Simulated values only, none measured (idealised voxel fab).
Process module heading - voxel self aligned vias
We display cut, a cross-section 275 nm in width whose square cells are each 5 nm.
Cross-section format: a grid of square cells, given as bands from top to bottom; each band is one or more rows of cells. Quick guide to a band line: top height, bottom height (nm) up front; then every material left to right with its width in nm. Only one material and it's marked "edge to edge"? Then it fills the band edge to edge. And "blank" just means empty space. Where do heights start? At 0: under that level the wafer as delivered is made of one material only. And the lowest band has no floor; it just carries on downward, as in "from 0 down". Width: "30->40" (first number = top row, second number = bottom row, same change from row to row of cells). No cell of the cross-section changed in a step that is given as "identical to before". Under "Sealed void list" you'll find the enclosed gaps, the ones with no way out to the top, that are 8 cells or bigger; each reads width x height at distance, with distance counted from the left edge, everything in nm. Text after the settings on a step's line: the simulator's own remark on that step. overlay nm: on a step with a mask, how far right of its planned place the mask lay; negative means left.

Below is the list of planned process steps
step 1: RECEIVE | material Si
step 2: CONFORMAL_DEP | material SiO2 | thk nm 10
step 3: CONFORMAL_DEP | material SiCN | thk nm 5
step 4: DIRECTIONAL_DEP | material SiO2 | thk nm 20
step 5: PATTERN | tone open | mask id LINES | material resist | width nm 20 | pitch nm 65 | thk nm 15 | overlay nm 0
step 6: DIRECTIONAL_ETCH | etch materials SiO2 | depth nm 20
step 7: STRIP | etch materials resist
step 8: CONFORMAL_DEP | material TiN | thk nm 5
step 9: FILL_DEP | material W | thk nm 5
step 10: CMP | height nm 35
step 11: SELECTIVE_ETCH | etch materials W Ru TiN | depth nm 10
step 12: FILL_DEP | material SiN | thk nm 5
step 13: CMP | height nm 35
step 14: DIRECTIONAL_DEP | material SiO2 | thk nm 15
step 15: MASKED_ETCH | tone open | mask id VIAS | width nm 40 | pitch nm 65 | etch materials SiO2 | depth nm 15 | overlay nm 0
step 16: MASKED_ETCH | tone open | mask id VIAS | width nm 40 | pitch nm 65 | etch materials SiN | depth nm 10 | overlay nm 0
step 17: CONFORMAL_DEP | material TiN | thk nm 5
step 18: FILL_DEP | material Ru | thk nm 10
step 19: CMP | height nm 50
step 20: CONFORMAL_DEP | material SiN | thk nm 5

As-received wafer cross-section (after step 1)
* from 0 down  Si edge to edge
* Sealed void list: none

Cross-section, end of module. Start: as above. Plan: as above. Execution: one mistake
* from 55 to 50  SiN edge to edge
* from 50 to 40  SiO2=50 / TiN=5 / Ru=30 / TiN=5 / SiO2=25 / TiN=5 / Ru=30 / TiN=5 / SiO2=25 / TiN=5 / Ru=30 / TiN=5 / SiO2=55
* from 40 to 35  SiO2=50 / TiN=40 / SiO2=25 / TiN=40 / SiO2=25 / TiN=40 / SiO2=55
* from 35 to 25  SiN=50 / TiN=10 / SiO2=20 / TiN=10 / SiN=25 / TiN=10 / SiO2=20 / TiN=10 / SiN=25 / TiN=10 / SiO2=20 / TiN=10 / SiN=55
* from 25 to 20  W=55 / TiN=5 / SiO2=20 / TiN=5 / W=35 / TiN=5 / SiO2=20 / TiN=5 / W=35 / TiN=5 / SiO2=20 / TiN=5 / W=60
* from 20 to 15  TiN=60 / SiO2=20 / TiN=45 / SiO2=20 / TiN=45 / SiO2=20 / TiN=65
* from 15 to 10  SiCN edge to edge
* from 10 to 0  SiO2 edge to edge
* from 0 down  Si edge to edge
* Sealed void list: none
What went wrong in running the wafer? note that step 5 departed from the planned setting and was carried out as PATTERN | tone cover | mask id LINES | material resist | width nm 20 | pitch nm 65 | thk nm 15 | overlay nm 0
